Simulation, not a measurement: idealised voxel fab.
Process module, titled voxel self aligned vias
Cross-section cut spans 220 nm and uses square cells 5 nm in size.
This document writes a cross-section as a grid whose cells are square, and gives it as bands, listed from the top down; one or more rows of cells form a band.
Band: top and bottom heights (nm) first, top before bottom; then materials from left to right, widths in nm. "edge to edge" marks a sole material filling the band edge to edge. "empty" denotes empty space.
The level at which height equals 0 is the one under which the wafer, as it arrives, is entirely one material. No lower edge exists for the bottom band, which continues downward and is notated as in "z 0 and below".
Think of "30 to 40" as a width that walks from the first number to the second as you go down the band, top row to bottom row, taking equal-sized steps from row to row.
"identical to before" -> step changed no cross-section cell.
The label "Enclosed void catalog" introduces a list of the empty spaces, 8 cells or larger, that have no open way up to the top; each entry in it reads width x height at distance, where the distance is taken from the left edge and all three are stated in nm.
What comes after the settings on a step's line is commentary from the simulator itself on that step.
overlay nm, on a step with a mask: how far to the right of its planned place the mask lay; to the left if negative
[The planned process steps are enumerated hereunder]
1. RECEIVE: material Si
2. CONFORMAL_DEP: material SiO2, thk nm 10
3. CONFORMAL_DEP: material SiCN, thk nm 5
4. DIRECTIONAL_DEP: material lowk, thk nm 25
5. MASKED_ETCH: tone open, mask id LINES, width nm 20, pitch nm 60, etch materials lowk, depth nm 25, overlay nm 0
6. CONFORMAL_DEP: material TiN, thk nm 5
7. FILL_DEP: material W, thk nm 5
8. CMP: height nm 40
9. SELECTIVE_ETCH: etch materials W Ru TiN, depth nm 5
10. FILL_DEP: material SiN, thk nm 10
11. CMP: height nm 40
12. DIRECTIONAL_DEP: material lowk, thk nm 20
13. MASKED_ETCH: tone open, mask id VIAS, width nm 40, pitch nm 60, etch materials lowk, depth nm 20, overlay nm 0
14. MASKED_ETCH: tone open, mask id VIAS, width nm 40, pitch nm 60, etch materials SiN, depth nm 5, overlay nm 0
15. CONFORMAL_DEP: material TiN, thk nm 5
16. FILL_DEP: material W, thk nm 5
17. CMP: height nm 60
18. CONFORMAL_DEP: material SiN, thk nm 5
[So this is the incoming wafer in cross-section - it's already been through step 1]
* z 0 and below: Si edge to edge
* Enclosed void catalog: none
[Wafer at module end, in section. Began as above, planned as above, run with one mistake]
* z 65 to 60: SiN edge to edge
* z 60 to 40: 60 nm lowk | 5 nm TiN | 30 nm W | 5 nm TiN | 20 nm lowk | 5 nm TiN | 30 nm W | 5 nm TiN | 60 nm lowk
* z 40 to 35: 60 nm SiN | 40 nm TiN | 20 nm SiN | 40 nm TiN | 60 nm SiN
* z 35 to 30: 75 nm TiN | 10 nm W | 50 nm TiN | 10 nm W | 75 nm TiN
* z 30 to 10: 70 nm lowk | 5 nm TiN | 10 nm W | 5 nm TiN | 40 nm lowk | 5 nm TiN | 10 nm W | 5 nm TiN | 70 nm lowk
* z 10 to 5: 70 nm lowk | 20 nm TiN | 40 nm lowk | 20 nm TiN | 70 nm lowk
* z 5 to 0: SiCN edge to edge
* z 0 and below: Si edge to edge
* Enclosed void catalog: none
In executing the process, a mistake was made relative to the plan: step 2 of the plan was excluded from execution and never run
